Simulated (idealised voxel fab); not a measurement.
Presented below is a process module, voxel released beams.
The figure presents cross-section cut, which has a width of 160 nm and is divided into square cells with an edge length of 5 nm.
Each cross-section below is a grid of square cells, stated as bands in top-down order, with one or more rows of cells making up each band.
It is stipulated that each band's entry specify, in nanometres, the height of the top of the band and then that of its bottom, followed by the materials of the band in left-to-right sequence, each together with its width in nanometres. A single material marked by the word "all across" is understood to fill the band from edge to edge; the word "air" is understood to denote empty space.
A quick word on heights: they are counted from 0, and under that level the wafer as it came to us is one material throughout. The lowest band is different from the rest in having no bottom; it simply continues downward, written as in "0 and below".
Quick explanation for "30->40": the width changes in equal steps down the rows of cells, from the first number in the band's top row to the second number in its bottom row.
The designation "same as before", where it is given for a processing step, indicates that no cell of the cross-section was altered in the course of that step.
For the entry "Completely enclosed voids", the listed items are empty spaces with no open way to the top whose size is 8 cells or more; each item follows the pattern width x height at distance, where distance is from the left edge and all three are in nm.
That trailing text on a step's line, after the settings, is the simulator's own remark on the step.
Each step line may optionally specify "overlay nm", which for a step with a mask gives the rightward distance between the mask's planned place and where it lay, a negative value indicating the leftward direction.

## The process steps that were planned are listed below
1: RECEIVE | material Si
2: CONFORMAL_DEP | material Al2O3 | thk nm 5
3: DIRECTIONAL_DEP | material SiO2 | thk nm 10
4: DIRECTIONAL_DEP | material aC | thk nm 15
5: PATTERN | tone open | mask id ANCHOR | material resist | width nm 25 | thk nm 30 | overlay nm -15
6: DIRECTIONAL_ETCH | etch materials aC | depth nm 15
7: STRIP | etch materials resist
8: DIRECTIONAL_ETCH | etch materials SiO2 | depth nm 10
9: STRIP | etch materials aC
10: CONFORMAL_DEP | material polySi | thk nm 10
11: DIRECTIONAL_DEP | material aC | thk nm 10
12: PATTERN | tone cover | mask id BEAM | material resist | width nm 85 | thk nm 25 | overlay nm 0
13: DIRECTIONAL_ETCH | etch materials aC | depth nm 10
14: STRIP | etch materials resist
15: DIRECTIONAL_ETCH | etch materials polySi | depth nm 10
16: STRIP | etch materials aC
17: STRIP | etch materials SiO2
All wafers enter the flow in the same state. The overlay nm at step 5 differs from wafer to wafer, and the plan gives the value for the first wafer.

## Sectional view: first of several wafers, as received, after step 1
- 0 and below  Si all across
- Completely enclosed voids: none

## Post step 17, the closing step of the module: first of several wafers, cross-sectioned
- 25 down to 15  40 nm air, 80 nm polySi, 40 nm air
- 15 down to 5  25 nm air, 25 nm polySi, 110 nm air
- 5 down to 0  Al2O3 all across
- 0 and below  Si all across
- Completely enclosed voids: none

## The module's end: a cross-section of the last wafer
- 25 down to 15  35 nm air, 30 nm polySi, 5 nm air, 50 nm polySi, 40 nm air
- 15 down to 5  55 nm air, 25 nm polySi, 80 nm air
- 5 down to 0  Al2O3 all across
- 0 and below  Si all across
- Completely enclosed voids: none

## Per wafer (row), end of module: delta in cells per material since receipt, (+) for gained, (-) for lost; closed voids after that
overlay nm -15; +32 Al2O3; +42 polySi; Completely enclosed voids: none
overlay nm -10; +32 Al2O3; +42 polySi; Completely enclosed voids: none
overlay nm -5; +32 Al2O3; +42 polySi; Completely enclosed voids: none
overlay nm 0; +32 Al2O3; +42 polySi; Completely enclosed voids: none
overlay nm 5; +32 Al2O3; +42 polySi; Completely enclosed voids: none
overlay nm 10; +32 Al2O3; +42 polySi; Completely enclosed voids: none
overlay nm 15; +32 Al2O3; +42 polySi; Completely enclosed voids: none
